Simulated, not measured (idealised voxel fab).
process module | voxel self aligned contacts
cross-section cut | 255 nm wide | cells 5 nm
A cross-section is a grid of square cells, given in bands from the top down. A band is one or more rows of cells.
Each band's line starts with the height of the band's top and of its bottom, in nm. Then come its materials from left to right, each with its width in nm. One material with "throughout" fills the band from edge to edge. "air" is empty space.
Height 0 is the level under which the wafer as received is all one material. The lowest band goes on downwards, as in "0 down".
A width such as "30 to 40" changes by the same amount from each row of cells to the next, from the band's top row to its bottom row.
"no change" after a step means that no cell of the cross-section changed.
closed voids: empty space of 8 cells or more with no open way to the top, each as width x height at its distance from the left edge, in nm
after a step's settings: what the simulator itself notes on the step
overlay nm, on a step with a mask: how far to the right of its planned place the mask lay; to the left if negative
plan
1 op RECEIVE | material Si
2 op CONFORMAL_DEP | material SiO2 | thk nm 5
3 op DIRECTIONAL_DEP | material polySi | thk nm 30
4 op DIRECTIONAL_DEP | material SiN | thk nm 25
5 op DIRECTIONAL_DEP | material aC | thk nm 15
6 op PATTERN | tone cover | mask id GATE | material resist | width nm 35 | pitch nm 75 | thk nm 35 | overlay nm 0
7 op DIRECTIONAL_ETCH | etch materials aC | depth nm 15
8 op STRIP | etch materials resist
9 op DIRECTIONAL_ETCH | etch materials SiN | depth nm 25
10 op DIRECTIONAL_ETCH | etch materials polySi | depth nm 30
11 op STRIP | etch materials aC
12 op CONFORMAL_DEP | material SiN | thk nm 10
13 op DIRECTIONAL_ETCH | etch materials SiN | depth nm 10
14 op FILL_DEP | material SiO2 | thk nm 15
15 op CMP | height nm 70
16 op MASKED_ETCH | tone open | mask id CONTACT | width nm 60 | etch materials SiO2 | depth nm 70 | overlay nm 0
17 op CONFORMAL_DEP | material TiN | thk nm 5
18 op FILL_DEP | material W | thk nm 10
19 op CMP | height nm 70
20 op CONFORMAL_DEP | material SiN | thk nm 5
first wafer, as planned
as received, after step 1
  0 down: Si throughout
  closed voids: none
after step 2
  5 to 0: SiO2 throughout
  below 0: unchanged
after step 3
  35 to 5: polySi throughout
  below 5: unchanged
after step 4
  60 to 35: SiN throughout
  below 35: unchanged
after step 5
  75 to 60: aC throughout
  below 60: unchanged
after step 6
  110 to 75: air 70 | resist 35 | air 40 | resist 35 | air 75
  below 75: unchanged
after step 7
  95 to 75: air 70 | resist 35 | air 40 | resist 35 | air 75
  75 to 60: air 70 | aC 35 | air 40 | aC 35 | air 75
  below 60: unchanged
after step 8
  75 to 60: air 70 | aC 35 | air 40 | aC 35 | air 75
  below 60: unchanged
after step 9
  75 to 60: air 70 | aC 35 | air 40 | aC 35 | air 75
  60 to 35: air 70 | SiN 35 | air 40 | SiN 35 | air 75
  below 35: unchanged
after step 10
  75 to 60: air 70 | aC 35 | air 40 | aC 35 | air 75
  60 to 35: air 70 | SiN 35 | air 40 | SiN 35 | air 75
  35 to 5: air 70 | polySi 35 | air 40 | polySi 35 | air 75
  below 5: unchanged
after step 11
  60 to 35: air 70 | SiN 35 | air 40 | SiN 35 | air 75
  below 35: unchanged
after step 12
  70 to 35: air 60 | SiN 55 | air 20 | SiN 55 | air 65
  35 to 15: air 60 | SiN 10 | polySi 35 | SiN 10 | air 20 | SiN 10 | polySi 35 | SiN 10 | air 65
  15 to 5: SiN 70 | polySi 35 | SiN 40 | polySi 35 | SiN 75
  below 5: unchanged
after step 13
  60 to 35: air 60 | SiN 55 | air 20 | SiN 55 | air 65
  35 to 5: air 60 | SiN 10 | polySi 35 | SiN 10 | air 20 | SiN 10 | polySi 35 | SiN 10 | air 65
  below 5: unchanged
after step 14
  75 to 60: SiO2 throughout
  60 to 35: SiO2 60 | SiN 55 | SiO2 20 | SiN 55 | SiO2 65
  35 to 5: SiO2 60 | SiN 10 | polySi 35 | SiN 10 | SiO2 20 | SiN 10 | polySi 35 | SiN 10 | SiO2 65
  below 5: unchanged
after step 15
  70 to 60: SiO2 throughout
  below 60: unchanged
after step 16
  70 to 60: SiO2 95 | air 60 | SiO2 100
  60 to 35: SiO2 60 | SiN 55 | air 20 | SiN 55 | SiO2 65
  35 to 5: SiO2 60 | SiN 10 | polySi 35 | SiN 10 | air 20 | SiN 10 | polySi 35 | SiN 10 | SiO2 65
  5 to 0: SiO2 115 | air 20 | SiO2 120
  below 0: unchanged
after step 17
  75 to 70: TiN 100 | air 50 | TiN 105
  70 to 60: SiO2 95 | TiN 5 to 25 | air 50 to 10 | TiN 5 to 25 | SiO2 100
  60 to 35: SiO2 60 | SiN 55 | TiN 5 | air 10 | TiN 5 | SiN 55 | SiO2 65
  35 to 5: SiO2 60 | SiN 10 | polySi 35 | SiN 10 | TiN 5 | air 10 | TiN 5 | SiN 10 | polySi 35 | SiN 10 | SiO2 65
  5 to 0: SiO2 115 | TiN 20 | SiO2 120
  below 0: unchanged
after step 18
  85 to 75: W throughout
  75 to 70: TiN 100 | W 50 | TiN 105
  70 to 60: SiO2 95 | TiN 5 to 25 | W 50 to 10 | TiN 5 to 25 | SiO2 100
  60 to 35: SiO2 60 | SiN 55 | TiN 5 | W 10 | TiN 5 | SiN 55 | SiO2 65
  35 to 5: SiO2 60 | SiN 10 | polySi 35 | SiN 10 | TiN 5 | W 10 | TiN 5 | SiN 10 | polySi 35 | SiN 10 | SiO2 65
  below 5: unchanged
after step 19
  70 to 60: SiO2 95 | TiN 5 to 25 | W 50 to 10 | TiN 5 to 25 | SiO2 100
  below 60: unchanged
after step 20
  75 to 70: SiN throughout
  below 70: unchanged
second wafer: like start, like plan, one mistake. Through step 5 it matches the first wafer
when step 6 should have ended
  110 to 75: air 65 | resist 45 | air 30 | resist 45 | air 70
  below 75: unchanged
when step 7 should have ended
  95 to 75: air 65 | resist 45 | air 30 | resist 45 | air 70
  75 to 60: air 65 | aC 45 | air 30 | aC 45 | air 70
  below 60: unchanged
when step 8 should have ended
  75 to 60: air 65 | aC 45 | air 30 | aC 45 | air 70
  below 60: unchanged
when step 9 should have ended
  75 to 60: air 65 | aC 45 | air 30 | aC 45 | air 70
  60 to 35: air 65 | SiN 45 | air 30 | SiN 45 | air 70
  below 35: unchanged
when step 10 should have ended
  75 to 60: air 65 | aC 45 | air 30 | aC 45 | air 70
  60 to 35: air 65 | SiN 45 | air 30 | SiN 45 | air 70
  35 to 5: air 65 | polySi 45 | air 30 | polySi 45 | air 70
  below 5: unchanged
when step 11 should have ended
  60 to 35: air 65 | SiN 45 | air 30 | SiN 45 | air 70
  below 35: unchanged
when step 12 should have ended
  70 to 35: air 55 | SiN 65 | air 10 | SiN 65 | air 60
  35 to 15: air 55 | SiN 10 | polySi 45 | SiN 10 | air 10 | SiN 10 | polySi 45 | SiN 10 | air 60
  15 to 5: SiN 65 | polySi 45 | SiN 30 | polySi 45 | SiN 70
  below 5: unchanged
when step 13 should have ended
  60 to 35: air 55 | SiN 65 | air 10 | SiN 65 | air 60
  35 to 5: air 55 | SiN 10 | polySi 45 | SiN 10 | air 10 | SiN 10 | polySi 45 | SiN 10 | air 60
  below 5: unchanged
when step 14 should have ended
  75 to 60: SiO2 throughout
  60 to 35: SiO2 55 | SiN 65 | SiO2 10 | SiN 65 | SiO2 60
  35 to 5: SiO2 55 | SiN 10 | polySi 45 | SiN 10 | SiO2 10 | SiN 10 | polySi 45 | SiN 10 | SiO2 60
  below 5: unchanged
when step 15 should have ended
  70 to 60: SiO2 throughout
  below 60: unchanged
when step 16 should have ended
  70 to 60: SiO2 95 | air 60 | SiO2 100
  60 to 35: SiO2 55 | SiN 65 | air 10 | SiN 65 | SiO2 60
  35 to 5: SiO2 55 | SiN 10 | polySi 45 | SiN 10 | air 10 | SiN 10 | polySi 45 | SiN 10 | SiO2 60
  5 to 0: SiO2 120 | air 10 | SiO2 125
  below 0: unchanged
when step 17 should have ended
  75 to 70: TiN 100 | air 50 | TiN 105
  70 to 65: SiO2 95 | TiN 5 | air 50 | TiN 5 | SiO2 100
  65 to 60: SiO2 95 | TiN 60 | SiO2 100
  60 to 35: SiO2 55 | SiN 65 | TiN 10 | SiN 65 | SiO2 60
  35 to 5: SiO2 55 | SiN 10 | polySi 45 | SiN 10 | TiN 10 | SiN 10 | polySi 45 | SiN 10 | SiO2 60
  5 to 0: SiO2 120 | TiN 10 | SiO2 125
  below 0: unchanged
when step 18 should have ended
  85 to 75: W throughout
  75 to 70: TiN 100 | W 50 | TiN 105
  70 to 65: SiO2 95 | TiN 5 | W 50 | TiN 5 | SiO2 100
  below 65: unchanged
when step 19 should have ended
  70 to 65: SiO2 95 | TiN 5 | W 50 | TiN 5 | SiO2 100
  below 65: unchanged
when step 20 should have ended
  75 to 70: SiN throughout
  below 70: unchanged
what went wrong: step 6 ran as: op PATTERN | tone cover | mask id GATE | material resist | width nm 45 | pitch nm 75 | thk nm 35 | overlay nm 0
at the end the second wafer has, in cells: 20 more of SiN | 20 fewer of SiO2 | 24 fewer of W | 24 more of polySi
